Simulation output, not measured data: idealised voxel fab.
process module | voxel fin reveal
Square cell edge 5 nm, section width 210 nm, ID cut.
Cross-section = grid of square cells, listed top down in bands; band = one or more rows. Read a band's entry like this: the first values are the height of its top and the height of its bottom in nm, and what follows is the sequence of materials from left to right, each with its width in nm. Note that "blank" is empty space, and that a single material marked "throughout" reaches across the band from edge to edge. A quick word on heights: they are counted from 0, and under that level the wafer as it came to us is one material throughout. The lowest band is different from the rest in having no bottom; it simply continues downward, written as in "0 -> down". Graded width ("30..40"): value in top row of band = first number; value in bottom row = second number; row-to-row change constant. Key: "nothing changed" - step with no changed cell in the cross-section. Listed in "Closed void list": every empty space of 8 or more cells without an open way to the top. Form: width x height at distance, the distance being from the left edge, all in nm. The remark found on a step's line after its settings is issued by the simulator itself and pertains to that step. The setting "overlay nm" may be written on the line of a step. When the step uses a mask, the value reports how far to the right of the planned place the mask lay, and a negative value reports that it lay to the left.

The following list gives the planned process steps
step 1: RECEIVE, material Si
step 2: CONFORMAL_DEP, material SiN, thk nm 5
step 3: PATTERN, tone cover, mask id FINS, material resist, width nm 15, pitch nm 40, thk nm 20, overlay nm 0
step 4: DIRECTIONAL_ETCH, etch materials SiN, depth nm 5
step 5: DIRECTIONAL_ETCH, etch materials Si, depth nm 35
step 6: STRIP, etch materials resist
step 7: FILL_DEP, material SiO2, thk nm 5
step 8: CMP, height nm 5
step 9: SELECTIVE_ETCH, etch materials SiO2, depth nm 30
step 10: STRIP, etch materials SiN
step 11: CONFORMAL_DEP, material HfO2, thk nm 5

This is the cross-section of the wafer as we received it, i.e. after step 1
0 -> down | Si throughout
Closed void list: none

Wafer cross-section at module end: first of two, run to plan
5 -> 0 | blank: 30 / HfO2: 25 / blank: 15 / HfO2: 25 / blank: 15 / HfO2: 25 / blank: 15 / HfO2: 25 / blank: 35
0 -> -20 | blank: 30 / HfO2: 5 / Si: 15 / HfO2: 5 / blank: 15 / HfO2: 5 / Si: 15 / HfO2: 5 / blank: 15 / HfO2: 5 / Si: 15 / HfO2: 5 / blank: 15 / HfO2: 5 / Si: 15 / HfO2: 5 / blank: 35
-20 -> -25 | HfO2: 35 / Si: 15 / HfO2: 25 / Si: 15 / HfO2: 25 / Si: 15 / HfO2: 25 / Si: 15 / HfO2: 40
-25 -> -35 | SiO2: 35 / Si: 15 / SiO2: 25 / Si: 15 / SiO2: 25 / Si: 15 / SiO2: 25 / Si: 15 / SiO2: 40
-35 -> down | Si throughout
Closed void list: none

Second wafer through the module, sectioned at the end: same beginning and same plan as the first wafer, with one mistake in carrying it out
5 -> 0 | blank: 35 / HfO2: 25 / blank: 15 / HfO2: 25 / blank: 15 / HfO2: 25 / blank: 15 / HfO2: 25 / blank: 30
0 -> -20 | blank: 35 / HfO2: 5 / Si: 15 / HfO2: 5 / blank: 15 / HfO2: 5 / Si: 15 / HfO2: 5 / blank: 15 / HfO2: 5 / Si: 15 / HfO2: 5 / blank: 15 / HfO2: 5 / Si: 15 / HfO2: 5 / blank: 30
-20 -> -25 | HfO2: 40 / Si: 15 / HfO2: 25 / Si: 15 / HfO2: 25 / Si: 15 / HfO2: 25 / Si: 15 / HfO2: 35
-25 -> -35 | SiO2: 40 / Si: 15 / SiO2: 25 / Si: 15 / SiO2: 25 / Si: 15 / SiO2: 25 / Si: 15 / SiO2: 35
-35 -> down | Si throughout
Closed void list: none
Finding, execution versus plan: planned and actual differ for step 3; actual: PATTERN, tone cover, mask id FINS, material resist, width nm 15, pitch nm 40, thk nm 20, overlay nm 5
Tallied in cells, the final second wafer holds each material in the same quantity as the first, although not at the same places.
